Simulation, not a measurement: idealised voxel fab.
The following is a process module called voxel fin reveal.
The cross-section on display is named cut; it measures 195 nm wide, and its cells are 5 nm squares.
Format of a cross-section: grid, square cells. Given as bands. Order: top down. Band: one or more rows of cells.
In this notation a band is specified by the heights of its top and bottom, in that order and in nm, after which its materials appear from left to right, each paired with its width in nm. The word "all across" attached to a single material means that material fills the band from edge to edge; the word "air" stands for empty space.
Measure heights from 0. That's the level where, below it, the as-received wafer is all one material. The lowest band is bottomless and extends downward; write it as in "z 0 and below".
You'd read "30..40" like this: the band's top row of cells is as wide as the first number, its bottom row is as wide as the second, and going down, every row changes width by the same amount as the row before did.
The cross-section has no changed cell in any step marked "nothing was modified".
The entry "Trapped void list" lists the empty spaces that cover at least 8 cells and have no open path to the top. Each is written as width x height at distance, where the distance is measured from the left edge and all three values are in nm.
On each step's line, the part that comes after the settings is the simulator's own comment on the step.
The line of a step may include "overlay nm". On a step with a mask, this value is how far to the right of its planned place the mask lay. A negative value means the mask lay to the left.
These are the steps we planned for the process
step 1: RECEIVE with material Si
step 2: CONFORMAL_DEP with material SiN, thk nm 5
step 3: PATTERN with tone cover, mask id FINS, material resist, width nm 15, pitch nm 35, thk nm 20, overlay nm 0
step 4: DIRECTIONAL_ETCH with etch materials SiN, depth nm 5
step 5: DIRECTIONAL_ETCH with etch materials Si, depth nm 40
step 6: STRIP with etch materials resist
step 7: FILL_DEP with material SiO2, thk nm 10
step 8: CMP with height nm 5
step 9: SELECTIVE_ETCH with etch materials SiO2, depth nm 30
step 10: STRIP with etch materials SiN
step 11: CONFORMAL_DEP with material SiO2, thk nm 5
Delivered wafer in cross-section: state after step 1
    z 0 and below | Si all across
    Trapped void list: none
The following cross-section depicts the wafer upon conclusion of the module. Processing commenced from the starting condition illustrated above and adhered to the plan illustrated above, save for one mistake in execution
    z 0 to -25 | air: 70, Si: 15, air: 20, Si: 15, air: 75
    z -25 to -40 | SiO2: 70, Si: 15, SiO2: 20, Si: 15, SiO2: 75
    z -40 and below | Si all across
    Trapped void list: none
Where did the run depart from the plan? skipped: plan step 11 (never run)
